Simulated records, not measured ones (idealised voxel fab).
The process module that follows is named voxel air gaps.
Displayed cross-section: cut, width of 245 nm, square cells sized 5 nm.
The cross-sections in this document take the form of a grid made of square cells. They are written out as bands, in order from top to bottom. Each band consists of one or more rows of cells. Heights first: top, then bottom, in nm. Then materials, left to right, each with a width in nm. "throughout" on a single material: fills the band edge to edge. "air": empty space. Heads up on the height convention: 0 is the point under which the incoming wafer is all one material, and the lowest band has no bottom, it just keeps going down, like "0..down". Read "30..40" as a graded width: first number on top, second number at the bottom, same change between each pair of neighbouring rows. Reading "remains unaltered" for a step: not a cell of the cross-section changed in it. Heads up: "Sealed internal cavities" only lists the empty pockets with no open path to the top that are 8 cells or more, and it writes them as width x height at distance, distance from the left edge, in nm. Read whatever lies past the settings on a step's line as the simulator's own remark about the step. overlay nm, on a step with a mask: how far to the right of its planned place the mask lay; to the left if negative.

Steps planned for the process
1: op RECEIVE | material Si
2: op CONFORMAL_DEP | material SiO2 | thk nm 10
3: op CONFORMAL_DEP | material SiCN | thk nm 5
4: op DIRECTIONAL_DEP | material SiO2 | thk nm 40
5: op MASKED_ETCH | tone open | mask id LINES | width nm 15 | pitch nm 50 | etch materials SiO2 | depth nm 40 | overlay nm 0
6: op CONFORMAL_DEP | material TiN | thk nm 5
7: op FILL_DEP | material W | thk nm 5
8: op CMP | height nm 55
9: op EPI | material Ru | thk nm 10
10: op SELECTIVE_ETCH | etch materials SiO2 | depth nm 50
11: op CONFORMAL_DEP | material SiCN | thk nm 5
All wafers enter the flow in the same state. The width nm at step 5 differs from wafer to wafer, and the plan gives the value for the first wafer.

So this is the first of several wafers, cross-sectioned as it came to us, meaning it's at the end of step 1
- 0..down  Si throughout
- Sealed internal cavities: none

Wafer rows, end of module: cells per material gained (+) or lost (-) since receipt; closed voids last
width nm 15; +42 Ru; +182 SiCN; +98 SiO2; +51 TiN; +21 W; Sealed internal cavities: none
width nm 20; +48 Ru; +182 SiCN; +98 SiO2; +54 TiN; +42 W; Sealed internal cavities: 20 x 30 at 90; 20 x 30 at 140
width nm 25; +54 Ru; +174 SiCN; +98 SiO2; +57 TiN; +63 W; Sealed internal cavities: 15 x 30 at 90; 15 x 30 at 140
width nm 30; +60 Ru; +126 SiCN; +162 SiO2; +60 TiN; +84 W; Sealed internal cavities: none
width nm 35; +62 Ru; +126 SiCN; +146 SiO2; +63 TiN; +105 W; Sealed internal cavities: none
